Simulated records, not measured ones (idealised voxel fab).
process module | voxel transistor to metal
cross-section cut | 295 nm wide | cells 5 nm
A cross-section is a grid of square cells, given in bands from the top down. A band is one or more rows of cells.
Each band's line starts with the height of the band's top and of its bottom, in nm. Then come its materials from left to right, each with its width in nm. One material with "throughout" fills the band from edge to edge. "air" is empty space.
Height 0 is the level under which the wafer as received is all one material. The lowest band goes on downwards, as in "0 down".
A width such as "30 to 40" changes by the same amount from each row of cells to the next, from the band's top row to its bottom row.
"no change" after a step means that no cell of the cross-section changed.
closed voids: empty space of 8 cells or more with no open way to the top, each as width x height at its distance from the left edge, in nm
after a step's settings: what the simulator itself notes on the step
overlay nm, on a step with a mask: how far to the right of its planned place the mask lay; to the left if negative
Each pair below shows a cross-section before one step and the cross-section after it, down to the lowest band that changed. The line under each pair gives the step between them, with its settings. The pairs can come from different runs of this module on the same starting wafer, so a pair continues from the pair above only where its "before" says so.
before
  45 to 30: air 60 | SiO2 5 | SiCN 25 | SiO2 5 | air 100 | SiO2 5 | SiCN 25 | SiO2 5 | air 65
  30 to 0: air 60 | SiO2 5 | polySi 25 | SiO2 5 | air 100 | SiO2 5 | polySi 25 | SiO2 5 | air 65
  0 to -5: SiO2 throughout
  -5 to -20: SiO2 20 | Si 115 | SiO2 20 | Si 115 | SiO2 25
  -20 down: Si throughout
  closed voids: none
after
  45 to 40: air 65 | SiCN 25 | air 110 | SiCN 25 | air 70
  40 to 30: air 60 | SiO2 5 | SiCN 25 | SiO2 5 | air 100 | SiO2 5 | SiCN 25 | SiO2 5 | air 65
  30 to 0: air 60 | SiO2 5 | polySi 25 | SiO2 5 | air 100 | SiO2 5 | polySi 25 | SiO2 5 | air 65
  0 to -5: air 60 | SiO2 35 | air 100 | SiO2 35 | air 65
  below -5: unchanged
  closed voids: none
the step between: op DIRECTIONAL_ETCH | etch materials SiO2 | depth nm 5
before: the cross-section after the pair above
after
  45 to 40: air 65 | SiCN 25 | air 110 | SiCN 25 | air 70
  40 to 30: air 60 | SiO2 5 | SiCN 25 | SiO2 5 | air 100 | SiO2 5 | SiCN 25 | SiO2 5 | air 65
  30 to 0: air 60 | SiO2 5 | polySi 25 | SiO2 5 | air 100 | SiO2 5 | polySi 25 | SiO2 5 | air 65
  0 to -5: air 60 | SiO2 35 | air 100 | SiO2 35 | air 65
  -5 to -15: SiO2 20 | air 40 | Si 35 | air 40 | SiO2 20 | air 40 | Si 35 | air 40 | SiO2 25
  below -15: unchanged
  closed voids: none
the step between: op DIRECTIONAL_ETCH | etch materials Si | depth nm 10
before: the cross-section after the pair above
after
  45 to 40: air 65 | SiCN 25 | air 110 | SiCN 25 | air 70
  40 to 30: air 60 | SiO2 5 | SiCN 25 | SiO2 5 | air 100 | SiO2 5 | SiCN 25 | SiO2 5 | air 65
  30 to 5: air 60 | SiO2 5 | polySi 25 | SiO2 5 | air 100 | SiO2 5 | polySi 25 | SiO2 5 | air 65
  5 to 0: air 50 | SiGe 10 | SiO2 5 | polySi 25 | SiO2 5 | SiGe 10 | air 80 | SiGe 10 | SiO2 5 | polySi 25 | SiO2 5 | SiGe 10 | air 55
  0 to -5: air 50 | SiGe 10 | SiO2 35 | SiGe 10 | air 80 | SiGe 10 | SiO2 35 | SiGe 10 | air 55
  -5 to -15: SiO2 20 | SiGe 40 | Si 35 | SiGe 40 | SiO2 20 | SiGe 40 | Si 35 | SiGe 40 | SiO2 25
  below -15: unchanged
  closed voids: none
the step between: op EPI | material SiGe | thk nm 10
before: the cross-section after the pair above
after
  50 to 45: SiO2 throughout
  45 to 30: SiO2 65 | SiCN 25 | SiO2 110 | SiCN 25 | SiO2 70
  30 to 5: SiO2 65 | polySi 25 | SiO2 110 | polySi 25 | SiO2 70
  5 to 0: SiO2 50 | SiGe 10 | SiO2 5 | polySi 25 | SiO2 5 | SiGe 10 | SiO2 80 | SiGe 10 | SiO2 5 | polySi 25 | SiO2 5 | SiGe 10 | SiO2 55
  0 to -5: SiO2 50 | SiGe 10 | SiO2 35 | SiGe 10 | SiO2 80 | SiGe 10 | SiO2 35 | SiGe 10 | SiO2 55
  below -5: unchanged
  closed voids: none
the step between: op FILL_DEP | material SiO2 | thk nm 5
before: the cross-section after the pair above
after
  30 to 5: SiO2 65 | polySi 25 | SiO2 110 | polySi 25 | SiO2 70
  below 5: unchanged
  closed voids: none
the step between: op CMP | height nm 30
before: the cross-section after the pair above
after
  30 to 5: SiO2 65 | air 25 | SiO2 110 | air 25 | SiO2 70
  5 to 0: SiO2 50 | SiGe 10 | SiO2 5 | air 25 | SiO2 5 | SiGe 10 | SiO2 80 | SiGe 10 | SiO2 5 | air 25 | SiO2 5 | SiGe 10 | SiO2 55
  below 0: unchanged
  closed voids: none
the step between: op STRIP | etch materials polySi
before: the cross-section after the pair above
after
  25 to 5: SiO2 60 | air 35 | SiO2 100 | air 35 | SiO2 65
  5 to -5: SiO2 50 | SiGe 10 | air 35 | SiGe 10 | SiO2 80 | SiGe 10 | air 35 | SiGe 10 | SiO2 55
  below -5: unchanged
  closed voids: none
the step between: op SELECTIVE_ETCH | etch materials SiO2 | depth nm 5
before: the cross-section after the pair above
after
  30 to 25: HfO2 65 | air 25 | HfO2 110 | air 25 | HfO2 70
  25 to 5: SiO2 60 | HfO2 5 | air 25 | HfO2 5 | SiO2 100 | HfO2 5 | air 25 | HfO2 5 | SiO2 65
  5 to 0: SiO2 50 | SiGe 10 | HfO2 5 | air 25 | HfO2 5 | SiGe 10 | SiO2 80 | SiGe 10 | HfO2 5 | air 25 | HfO2 5 | SiGe 10 | SiO2 55
  0 to -5: SiO2 50 | SiGe 10 | HfO2 35 | SiGe 10 | SiO2 80 | SiGe 10 | HfO2 35 | SiGe 10 | SiO2 55
  below -5: unchanged
  closed voids: none
the step between: op CONFORMAL_DEP | material HfO2 | thk nm 5
before: the cross-section after the pair above
after
  35 to 30: TiN 70 | air 15 | TiN 120 | air 15 | TiN 75
  30 to 25: HfO2 65 | TiN 5 | air 15 | TiN 5 | HfO2 110 | TiN 5 | air 15 | TiN 5 | HfO2 70
  25 to 5: SiO2 60 | HfO2 5 | TiN 5 | air 15 | TiN 5 | HfO2 5 | SiO2 100 | HfO2 5 | TiN 5 | air 15 | TiN 5 | HfO2 5 | SiO2 65
  5 to 0: SiO2 50 | SiGe 10 | HfO2 5 | TiN 25 | HfO2 5 | SiGe 10 | SiO2 80 | SiGe 10 | HfO2 5 | TiN 25 | HfO2 5 | SiGe 10 | SiO2 55
  below 0: unchanged
  closed voids: none
the step between: op CONFORMAL_DEP | material TiN | thk nm 5
before: the cross-section after the pair above
after
  45 to 35: W throughout
  35 to 30: TiN 70 | W 15 | TiN 120 | W 15 | TiN 75
  30 to 25: HfO2 65 | TiN 5 | W 15 | TiN 5 | HfO2 110 | TiN 5 | W 15 | TiN 5 | HfO2 70
  25 to 5: SiO2 60 | HfO2 5 | TiN 5 | W 15 | TiN 5 | HfO2 5 | SiO2 100 | HfO2 5 | TiN 5 | W 15 | TiN 5 | HfO2 5 | SiO2 65
  below 5: unchanged
  closed voids: none
the step between: op FILL_DEP | material W | thk nm 10
before: the cross-section after the pair above
after
  25 to 5: SiO2 60 | HfO2 5 | TiN 5 | W 15 | TiN 5 | HfO2 5 | SiO2 100 | HfO2 5 | TiN 5 | W 15 | TiN 5 | HfO2 5 | SiO2 65
  below 5: unchanged
  closed voids: none
the step between: op CMP | height nm 25
before: the cross-section after the pair above
after
  35 to 25: SiO2 throughout
  below 25: unchanged
  closed voids: none
the step between: op DIRECTIONAL_DEP | material SiO2 | thk nm 10
before: the cross-section after the pair above
after
  35 to 25: SiO2 25 | air 20 | SiO2 65 | air 20 | SiO2 30 | air 20 | SiO2 65 | air 20 | SiO2 30
  25 to 5: SiO2 25 | air 20 | SiO2 15 | HfO2 5 | TiN 5 | W 15 | TiN 5 | HfO2 5 | SiO2 15 | air 20 | SiO2 30 | air 20 | SiO2 15 | HfO2 5 | TiN 5 | W 15 | TiN 5 | HfO2 5 | SiO2 15 | air 20 | SiO2 30
  5 to 0: SiO2 25 | air 20 | SiO2 5 | SiGe 10 | HfO2 5 | TiN 25 | HfO2 5 | SiGe 10 | SiO2 5 | air 20 | SiO2 30 | air 20 | SiO2 5 | SiGe 10 | HfO2 5 | TiN 25 | HfO2 5 | SiGe 10 | SiO2 5 | air 20 | SiO2 30
  0 to -5: SiO2 25 | air 20 | SiO2 5 | SiGe 10 | HfO2 35 | SiGe 10 | SiO2 5 | air 20 | SiO2 30 | air 20 | SiO2 5 | SiGe 10 | HfO2 35 | SiGe 10 | SiO2 5 | air 20 | SiO2 30
  below -5: unchanged
  closed voids: none
the step between: op MASKED_ETCH | tone open | mask id CONTACT | width nm 20 | etch materials SiO2 | depth nm 40 | overlay nm 0
before: the cross-section after the pair above
after
  40 to 35: TiN 30 | air 10 | TiN 75 | air 10 | TiN 40 | air 10 | TiN 75 | air 10 | TiN 35
  35 to 25: SiO2 25 | TiN 5 | air 10 | TiN 5 | SiO2 65 | TiN 5 | air 10 | TiN 5 | SiO2 30 | TiN 5 | air 10 | TiN 5 | SiO2 65 | TiN 5 | air 10 | TiN 5 | SiO2 30
  25 to 5: SiO2 25 | TiN 5 | air 10 | TiN 5 | SiO2 15 | HfO2 5 | TiN 5 | W 15 | TiN 5 | HfO2 5 | SiO2 15 | TiN 5 | air 10 | TiN 5 | SiO2 30 | TiN 5 | air 10 | TiN 5 | SiO2 15 | HfO2 5 | TiN 5 | W 15 | TiN 5 | HfO2 5 | SiO2 15 | TiN 5 | air 10 | TiN 5 | SiO2 30
  5 to 0: SiO2 25 | TiN 5 | air 10 | TiN 5 | SiO2 5 | SiGe 10 | HfO2 5 | TiN 25 | HfO2 5 | SiGe 10 | SiO2 5 | TiN 5 | air 10 | TiN 5 | SiO2 30 | TiN 5 | air 10 | TiN 5 | SiO2 5 | SiGe 10 | HfO2 5 | TiN 25 | HfO2 5 | SiGe 10 | SiO2 5 | TiN 5 | air 10 | TiN 5 | SiO2 30
  0 to -5: SiO2 25 | TiN 20 | SiO2 5 | SiGe 10 | HfO2 35 | SiGe 10 | SiO2 5 | TiN 20 | SiO2 30 | TiN 20 | SiO2 5 | SiGe 10 | HfO2 35 | SiGe 10 | SiO2 5 | TiN 20 | SiO2 30
  below -5: unchanged
  closed voids: none
the step between: op CONFORMAL_DEP | material TiN | thk nm 5
before: the cross-section after the pair above
after
  45 to 40: W throughout
  40 to 35: TiN 30 | W 10 | TiN 75 | W 10 | TiN 40 | W 10 | TiN 75 | W 10 | TiN 35
  35 to 25: SiO2 25 | TiN 5 | W 10 | TiN 5 | SiO2 65 | TiN 5 | W 10 | TiN 5 | SiO2 30 | TiN 5 | W 10 | TiN 5 | SiO2 65 | TiN 5 | W 10 | TiN 5 | SiO2 30
  25 to 5: SiO2 25 | TiN 5 | W 10 | TiN 5 | SiO2 15 | HfO2 5 | TiN 5 | W 15 | TiN 5 | HfO2 5 | SiO2 15 | TiN 5 | W 10 | TiN 5 | SiO2 30 | TiN 5 | W 10 | TiN 5 | SiO2 15 | HfO2 5 | TiN 5 | W 15 | TiN 5 | HfO2 5 | SiO2 15 | TiN 5 | W 10 | TiN 5 | SiO2 30
  5 to 0: SiO2 25 | TiN 5 | W 10 | TiN 5 | SiO2 5 | SiGe 10 | HfO2 5 | TiN 25 | HfO2 5 | SiGe 10 | SiO2 5 | TiN 5 | W 10 | TiN 5 | SiO2 30 | TiN 5 | W 10 | TiN 5 | SiO2 5 | SiGe 10 | HfO2 5 | TiN 25 | HfO2 5 | SiGe 10 | SiO2 5 | TiN 5 | W 10 | TiN 5 | SiO2 30
  below 0: unchanged
  closed voids: none
the step between: op FILL_DEP | material W | thk nm 5
before: the cross-section after the pair above
after
  35 to 25: SiO2 25 | TiN 5 | W 10 | TiN 5 | SiO2 65 | TiN 5 | W 10 | TiN 5 | SiO2 30 | TiN 5 | W 10 | TiN 5 | SiO2 65 | TiN 5 | W 10 | TiN 5 | SiO2 30
  below 25: unchanged
  closed voids: none
the step between: op CMP | height nm 35
before: the cross-section after the pair above
after
  40 to 35: SiN throughout
  below 35: unchanged
  closed voids: none
the step between: op CONFORMAL_DEP | material SiN | thk nm 5
before: the cross-section after the pair above
after
  55 to 40: lowk throughout
  below 40: unchanged
  closed voids: none
the step between: op DIRECTIONAL_DEP | material lowk | thk nm 15
before: the cross-section after the pair above
after
  55 to 40: lowk 25 | air 20 | lowk 65 | air 20 | lowk 30 | air 20 | lowk 65 | air 20 | lowk 30
  below 40: unchanged
  closed voids: none
the step between: op MASKED_ETCH | tone open | mask id METAL_1 | width nm 20 | etch materials lowk | depth nm 15 | overlay nm 0
before: the cross-section after the pair above
after
  55 to 40: lowk 25 | air 20 | lowk 65 | air 20 | lowk 30 | air 20 | lowk 65 | air 20 | lowk 30
  40 to 35: SiN 25 | air 20 | SiN 65 | air 20 | SiN 30 | air 20 | SiN 65 | air 20 | SiN 30
  below 35: unchanged
  closed voids: none
the step between: op MASKED_ETCH | tone open | mask id METAL_1 | width nm 20 | etch materials SiN | depth nm 5 | overlay nm 0
before: the cross-section after the pair above
after
  60 to 55: TiN 30 | air 10 | TiN 75 | air 10 | TiN 40 | air 10 | TiN 75 | air 10 | TiN 35
  55 to 40: lowk 25 | TiN 5 | air 10 | TiN 5 | lowk 65 | TiN 5 | air 10 | TiN 5 | lowk 30 | TiN 5 | air 10 | TiN 5 | lowk 65 | TiN 5 | air 10 | TiN 5 | lowk 30
  40 to 35: SiN 25 | TiN 20 | SiN 65 | TiN 20 | SiN 30 | TiN 20 | SiN 65 | TiN 20 | SiN 30
  below 35: unchanged
  closed voids: none
the step between: op CONFORMAL_DEP | material TiN | thk nm 5
before: the cross-section after the pair above
after
  70 to 60: Cu throughout
  60 to 55: TiN 30 | Cu 10 | TiN 75 | Cu 10 | TiN 40 | Cu 10 | TiN 75 | Cu 10 | TiN 35
  55 to 40: lowk 25 | TiN 5 | Cu 10 | TiN 5 | lowk 65 | TiN 5 | Cu 10 | TiN 5 | lowk 30 | TiN 5 | Cu 10 | TiN 5 | lowk 65 | TiN 5 | Cu 10 | TiN 5 | lowk 30
  below 40: unchanged
  closed voids: none
the step between: op FILL_DEP | material Cu | thk nm 10
before: the cross-section after the pair above
after
  55 to 40: lowk 25 | TiN 5 | Cu 10 | TiN 5 | lowk 65 | TiN 5 | Cu 10 | TiN 5 | lowk 30 | TiN 5 | Cu 10 | TiN 5 | lowk 65 | TiN 5 | Cu 10 | TiN 5 | lowk 30
  below 40: unchanged
  closed voids: none
the step between: op CMP | height nm 55
before: the cross-section after the pair above
after
  60 to 55: SiCN throughout
  below 55: unchanged
  closed voids: none
the step between: op CONFORMAL_DEP | material SiCN | thk nm 5
before: the cross-section after the pair above
after
  90 to 60: lowk throughout
  below 60: unchanged
  closed voids: none
the step between: op DIRECTIONAL_DEP | material lowk | thk nm 30
before: the cross-section after the pair above
after
  100 to 90: aC throughout
  below 90: unchanged
  closed voids: none
the step between: op DIRECTIONAL_DEP | material aC | thk nm 10
before: the cross-section after the pair above
after
  130 to 100: resist 25 | air 15 | resist 120 | air 15 | resist 120
  below 100: unchanged
  closed voids: none
the step between: op PATTERN | tone open | mask id METAL_2_HOLES | material resist | width nm 15 | pitch nm 135 | thk nm 30 | overlay nm 0
before: the cross-section after the pair above
after
  120 to 100: resist 25 | air 15 | resist 120 | air 15 | resist 120
  100 to 90: aC 25 | air 15 | aC 120 | air 15 | aC 120
  below 90: unchanged
  closed voids: none
the step between: op DIRECTIONAL_ETCH | etch materials aC | depth nm 10
before: the cross-section after the pair above
after
  100 to 90: aC 25 | air 15 | aC 120 | air 15 | aC 120
  below 90: unchanged
  closed voids: none
the step between: op STRIP | etch materials resist
before: the cross-section after the pair above
after
  100 to 90: aC 25 | air 15 | aC 120 | air 15 | aC 120
  90 to 60: lowk 25 | air 15 | lowk 120 | air 15 | lowk 120
  below 60: unchanged
  closed voids: none
the step between: op DIRECTIONAL_ETCH | etch materials lowk | depth nm 30
before: the cross-section after the pair above
after
  90 to 60: lowk 25 | air 15 | lowk 120 | air 15 | lowk 120
  below 60: unchanged
  closed voids: none
the step between: op STRIP | etch materials aC
before: the cross-section after the pair above
after
  105 to 90: resist 25 | air 20 | resist 115 | air 20 | resist 115
  below 90: unchanged
  closed voids: none
the step between: op PATTERN | tone open | mask id METAL_2 | material resist | width nm 20 | pitch nm 135 | thk nm 15 | overlay nm 0
before: the cross-section after the pair above
after
  105 to 90: resist 25 | air 20 | resist 115 | air 20 | resist 115
  90 to 75: lowk 25 | air 20 | lowk 115 | air 20 | lowk 115
  below 75: unchanged
  closed voids: none
the step between: op DIRECTIONAL_ETCH | etch materials lowk | depth nm 15
before: the cross-section after the pair above
after
  105 to 90: resist 25 | air 20 | resist 115 | air 20 | resist 115
  90 to 75: lowk 25 | air 20 | lowk 115 | air 20 | lowk 115
  75 to 60: lowk 25 | air 15 | lowk 120 | air 15 | lowk 120
  60 to 55: SiCN 25 | air 15 | SiCN 120 | air 15 | SiCN 120
  below 55: unchanged
  closed voids: none
the step between: op DIRECTIONAL_ETCH | etch materials SiCN | depth nm 5
before: the cross-section after the pair above
after
  90 to 75: lowk 25 | air 20 | lowk 115 | air 20 | lowk 115
  below 75: unchanged
  closed voids: none
the step between: op STRIP | etch materials resist
before: the cross-section after the pair above
after
  95 to 90: TiN 30 | air 10 | TiN 125 | air 10 | TiN 120
  90 to 80: lowk 25 | TiN 5 | air 10 | TiN 5 | lowk 115 | TiN 5 | air 10 | TiN 5 | lowk 115
  80 to 75: lowk 25 | TiN 5 | air 5 | TiN 10 | lowk 115 | TiN 5 | air 5 | TiN 10 | lowk 115
  75 to 60: lowk 25 | TiN 5 | air 5 | TiN 5 | lowk 120 | TiN 5 | air 5 | TiN 5 | lowk 120
  60 to 55: SiCN 25 | TiN 15 | SiCN 120 | TiN 15 | SiCN 120
  below 55: unchanged
  closed voids: none
the step between: op CONFORMAL_DEP | material TiN | thk nm 5
before: the cross-section after the pair above
after
  105 to 95: Ru throughout
  95 to 90: TiN 30 | Ru 10 | TiN 125 | Ru 10 | TiN 120
  90 to 80: lowk 25 | TiN 5 | Ru 10 | TiN 5 | lowk 115 | TiN 5 | Ru 10 | TiN 5 | lowk 115
  80 to 75: lowk 25 | TiN 5 | Ru 5 | TiN 10 | lowk 115 | TiN 5 | Ru 5 | TiN 10 | lowk 115
  75 to 60: lowk 25 | TiN 5 | Ru 5 | TiN 5 | lowk 120 | TiN 5 | Ru 5 | TiN 5 | lowk 120
  below 60: unchanged
  closed voids: none
the step between: op FILL_DEP | material Ru | thk nm 10
before: the cross-section after the pair above
after
  90 to 80: lowk 25 | TiN 5 | Ru 10 | TiN 5 | lowk 115 | TiN 5 | Ru 10 | TiN 5 | lowk 115
  below 80: unchanged
  closed voids: none
the step between: op CMP | height nm 90
before: the cross-section after the pair above
after
  95 to 90: SiCN throughout
  below 90: unchanged
  closed voids: none
the step between: op CONFORMAL_DEP | material SiCN | thk nm 5
before
  15 to 5: air 20 | SiN 115 | air 20 | SiN 115 | air 25
  5 to 0: air 20 | SiO2 115 | air 20 | SiO2 115 | air 25
  0 to -20: air 20 | Si 115 | air 20 | Si 115 | air 25
  -20 down: Si throughout
  closed voids: none
after
  15 to 5: air 20 | SiN 115 | air 20 | SiN 115 | air 25
  5 to 0: air 20 | SiO2 115 | air 20 | SiO2 115 | air 25
  0 to -40: air 20 | Si 115 | air 20 | Si 115 | air 25
  below -40: unchanged
  closed voids: none
the step between: op MASKED_ETCH | tone cover | mask id ACTIVE | width nm 115 | pitch nm 135 | etch materials Si | depth nm 20 | overlay nm 0
before: the cross-section after the pair above
after
  30 to 15: SiO2 throughout
  15 to 5: SiO2 20 | SiN 115 | SiO2 20 | SiN 115 | SiO2 25
  5 to 0: SiO2 throughout
  0 to -40: SiO2 20 | Si 115 | SiO2 20 | Si 115 | SiO2 25
  below -40: unchanged
  closed voids: none
the step between: op FILL_DEP | material SiO2 | thk nm 15
before: the cross-section after the pair above
after
  15 to 5: SiO2 20 | SiN 115 | SiO2 20 | SiN 115 | SiO2 25
  below 5: unchanged
  closed voids: none
the step between: op CMP | height nm 15
before: the cross-section after the pair above
after
  15 to 5: air 20 | SiN 115 | air 20 | SiN 115 | air 25
  below 5: unchanged
  closed voids: none
the step between: op SELECTIVE_ETCH | etch materials SiO2 | depth nm 10
before: the cross-section after the pair above
after
  5 to 0: SiO2 throughout
  below 0: unchanged
  closed voids: none
the step between: op STRIP | etch materials SiN
before: the cross-section after the pair above
after
  0 to -40: SiO2 20 | Si 115 | SiO2 20 | Si 115 | SiO2 25
  below -40: unchanged
  closed voids: none
the step between: op SELECTIVE_ETCH | etch materials SiO2 | depth nm 5
before: the cross-section after the pair above
after
  0 to -5: SiO2 throughout
  below -5: unchanged
  closed voids: none
the step between: op OXIDIZE | depth nm 5
before: the cross-section after the pair above
after
  30 to 0: polySi throughout
  below 0: unchanged
  closed voids: none
the step between: op DIRECTIONAL_DEP | material polySi | thk nm 30
before: the cross-section after the pair above
after
  45 to 30: SiCN throughout
  below 30: unchanged
  closed voids: none
the step between: op DIRECTIONAL_DEP | material SiCN | thk nm 15
before: the cross-section after the pair above
after
  60 to 45: aC throughout
  below 45: unchanged
  closed voids: none
the step between: op DIRECTIONAL_DEP | material aC | thk nm 15
before: the cross-section after the pair above
after
  95 to 60: air 65 | resist 25 | air 110 | resist 25 | air 70
  below 60: unchanged
  closed voids: none
the step between: op PATTERN | tone cover | mask id GATE | material resist | width nm 25 | pitch nm 135 | thk nm 35 | overlay nm 0
before: the cross-section after the pair above
after
  80 to 60: air 65 | resist 25 | air 110 | resist 25 | air 70
  60 to 45: air 65 | aC 25 | air 110 | aC 25 | air 70
  below 45: unchanged
  closed voids: none
the step between: op DIRECTIONAL_ETCH | etch materials aC | depth nm 15
before: the cross-section after the pair above
after
  60 to 45: air 65 | aC 25 | air 110 | aC 25 | air 70
  below 45: unchanged
  closed voids: none
the step between: op STRIP | etch materials resist
before: the cross-section after the pair above
after
  60 to 45: air 65 | aC 25 | air 110 | aC 25 | air 70
  45 to 30: air 65 | SiCN 25 | air 110 | SiCN 25 | air 70
  below 30: unchanged
  closed voids: none
the step between: op DIRECTIONAL_ETCH | etch materials SiCN | depth nm 25
before: the cross-section after the pair above
after
  60 to 45: air 65 | aC 25 | air 110 | aC 25 | air 70
  45 to 30: air 65 | SiCN 25 | air 110 | SiCN 25 | air 70
  30 to 0: air 65 | polySi 25 | air 110 | polySi 25 | air 70
  below 0: unchanged
  closed voids: none
the step between: op DIRECTIONAL_ETCH | etch materials polySi | depth nm 40
before: the cross-section after the pair above
after
  45 to 30: air 65 | SiCN 25 | air 110 | SiCN 25 | air 70
  below 30: unchanged
  closed voids: none
the step between: op STRIP | etch materials aC
before: the cross-section after the pair above
after
  50 to 45: air 60 | SiO2 35 | air 100 | SiO2 35 | air 65
  45 to 30: air 60 | SiO2 5 | SiCN 25 | SiO2 5 | air 100 | SiO2 5 | SiCN 25 | SiO2 5 | air 65
  30 to 5: air 60 | SiO2 5 | polySi 25 | SiO2 5 | air 100 | SiO2 5 | polySi 25 | SiO2 5 | air 65
  5 to 0: SiO2 65 | polySi 25 | SiO2 110 | polySi 25 | SiO2 70
  below 0: unchanged
  closed voids: none
the step between: op CONFORMAL_DEP | material SiO2 | thk nm 5
before: the cross-section after the pair above
after
  45 to 30: air 60 | SiO2 5 | SiCN 25 | SiO2 5 | air 100 | SiO2 5 | SiCN 25 | SiO2 5 | air 65
  30 to 0: air 60 | SiO2 5 | polySi 25 | SiO2 5 | air 100 | SiO2 5 | polySi 25 | SiO2 5 | air 65
  below 0: unchanged
  closed voids: none
the step between: op DIRECTIONAL_ETCH | etch materials SiO2 | depth nm 5
before: the cross-section after the pair above
after
  55 to 45: air 50 | SiN 55 | air 80 | SiN 55 | air 55
  45 to 30: air 50 | SiN 10 | SiO2 5 | SiCN 25 | SiO2 5 | SiN 10 | air 80 | SiN 10 | SiO2 5 | SiCN 25 | SiO2 5 | SiN 10 | air 55
  30 to 10: air 50 | SiN 10 | SiO2 5 | polySi 25 | SiO2 5 | SiN 10 | air 80 | SiN 10 | SiO2 5 | polySi 25 | SiO2 5 | SiN 10 | air 55
  10 to 0: SiN 60 | SiO2 5 | polySi 25 | SiO2 5 | SiN 100 | SiO2 5 | polySi 25 | SiO2 5 | SiN 65
  below 0: unchanged
  closed voids: none
the step between: op CONFORMAL_DEP | material SiN | thk nm 10
before: the cross-section after the pair above
after
  45 to 30: air 50 | SiN 10 | SiO2 5 | SiCN 25 | SiO2 5 | SiN 10 | air 80 | SiN 10 | SiO2 5 | SiCN 25 | SiO2 5 | SiN 10 | air 55
  30 to 0: air 50 | SiN 10 | SiO2 5 | polySi 25 | SiO2 5 | SiN 10 | air 80 | SiN 10 | SiO2 5 | polySi 25 | SiO2 5 | SiN 10 | air 55
  below 0: unchanged
  closed voids: none
the step between: op DIRECTIONAL_ETCH | etch materials SiN | depth nm 10
before: the cross-section after the pair above
after
  45 to 40: air 50 | SiN 10 | air 5 | SiCN 25 | air 5 | SiN 10 | air 80 | SiN 10 | air 5 | SiCN 25 | air 5 | SiN 10 | air 55
  40 to 30: air 50 | SiN 10 | SiO2 5 | SiCN 25 | SiO2 5 | SiN 10 | air 80 | SiN 10 | SiO2 5 | SiCN 25 | SiO2 5 | SiN 10 | air 55
  30 to 0: air 50 | SiN 10 | SiO2 5 | polySi 25 | SiO2 5 | SiN 10 | air 80 | SiN 10 | SiO2 5 | polySi 25 | SiO2 5 | SiN 10 | air 55
  0 to -5: air 50 | SiO2 55 | air 80 | SiO2 55 | air 55
  below -5: unchanged
  closed voids: none
the step between: op DIRECTIONAL_ETCH | etch materials SiO2 | depth nm 5
before: the cross-section after the pair above
after
  45 to 40: air 50 | SiN 10 | air 5 | SiCN 25 | air 5 | SiN 10 | air 80 | SiN 10 | air 5 | SiCN 25 | air 5 | SiN 10 | air 55
  40 to 30: air 50 | SiN 10 | SiO2 5 | SiCN 25 | SiO2 5 | SiN 10 | air 80 | SiN 10 | SiO2 5 | SiCN 25 | SiO2 5 | SiN 10 | air 55
  30 to 0: air 50 | SiN 10 | SiO2 5 | polySi 25 | SiO2 5 | SiN 10 | air 80 | SiN 10 | SiO2 5 | polySi 25 | SiO2 5 | SiN 10 | air 55
  0 to -5: air 50 | SiO2 55 | air 80 | SiO2 55 | air 55
  -5 to -15: SiO2 20 | air 30 | Si 55 | air 30 | SiO2 20 | air 30 | Si 55 | air 30 | SiO2 25
  below -15: unchanged
  closed voids: none
the step between: op DIRECTIONAL_ETCH | etch materials Si | depth nm 10
before: the cross-section after the pair above
after
  45 to 40: air 50 | SiN 10 | air 5 | SiCN 25 | air 5 | SiN 10 | air 80 | SiN 10 | air 5 | SiCN 25 | air 5 | SiN 10 | air 55
  40 to 30: air 50 | SiN 10 | SiO2 5 | SiCN 25 | SiO2 5 | SiN 10 | air 80 | SiN 10 | SiO2 5 | SiCN 25 | SiO2 5 | SiN 10 | air 55
  30 to 5: air 50 | SiN 10 | SiO2 5 | polySi 25 | SiO2 5 | SiN 10 | air 80 | SiN 10 | SiO2 5 | polySi 25 | SiO2 5 | SiN 10 | air 55
  5 to 0: air 40 | SiGe 10 | SiN 10 | SiO2 5 | polySi 25 | SiO2 5 | SiN 10 | SiGe 10 | air 60 | SiGe 10 | SiN 10 | SiO2 5 | polySi 25 | SiO2 5 | SiN 10 | SiGe 10 | air 45
  0 to -5: air 40 | SiGe 10 | SiO2 55 | SiGe 10 | air 60 | SiGe 10 | SiO2 55 | SiGe 10 | air 45
  -5 to -15: SiO2 20 | SiGe 30 | Si 55 | SiGe 30 | SiO2 20 | SiGe 30 | Si 55 | SiGe 30 | SiO2 25
  below -15: unchanged
  closed voids: none
the step between: op EPI | material SiGe | thk nm 10
before: the cross-section after the pair above
after
  50 to 45: SiO2 throughout
  45 to 30: SiO2 50 | SiN 10 | SiO2 5 | SiCN 25 | SiO2 5 | SiN 10 | SiO2 80 | SiN 10 | SiO2 5 | SiCN 25 | SiO2 5 | SiN 10 | SiO2 55
  30 to 5: SiO2 50 | SiN 10 | SiO2 5 | polySi 25 | SiO2 5 | SiN 10 | SiO2 80 | SiN 10 | SiO2 5 | polySi 25 | SiO2 5 | SiN 10 | SiO2 55
  5 to 0: SiO2 40 | SiGe 10 | SiN 10 | SiO2 5 | polySi 25 | SiO2 5 | SiN 10 | SiGe 10 | SiO2 60 | SiGe 10 | SiN 10 | SiO2 5 | polySi 25 | SiO2 5 | SiN 10 | SiGe 10 | SiO2 45
  0 to -5: SiO2 40 | SiGe 10 | SiO2 55 | SiGe 10 | SiO2 60 | SiGe 10 | SiO2 55 | SiGe 10 | SiO2 45
  below -5: unchanged
  closed voids: none
the step between: op FILL_DEP | material SiO2 | thk nm 5
before: the cross-section after the pair above
after
  30 to 5: SiO2 50 | SiN 10 | SiO2 5 | polySi 25 | SiO2 5 | SiN 10 | SiO2 80 | SiN 10 | SiO2 5 | polySi 25 | SiO2 5 | SiN 10 | SiO2 55
  below 5: unchanged
  closed voids: none
the step between: op CMP | height nm 30
before: the cross-section after the pair above
after
  30 to 5: SiO2 50 | SiN 10 | SiO2 5 | air 25 | SiO2 5 | SiN 10 | SiO2 80 | SiN 10 | SiO2 5 | air 25 | SiO2 5 | SiN 10 | SiO2 55
  5 to 0: SiO2 40 | SiGe 10 | SiN 10 | SiO2 5 | air 25 | SiO2 5 | SiN 10 | SiGe 10 | SiO2 60 | SiGe 10 | SiN 10 | SiO2 5 | air 25 | SiO2 5 | SiN 10 | SiGe 10 | SiO2 45
  below 0: unchanged
  closed voids: none
the step between: op STRIP | etch materials polySi
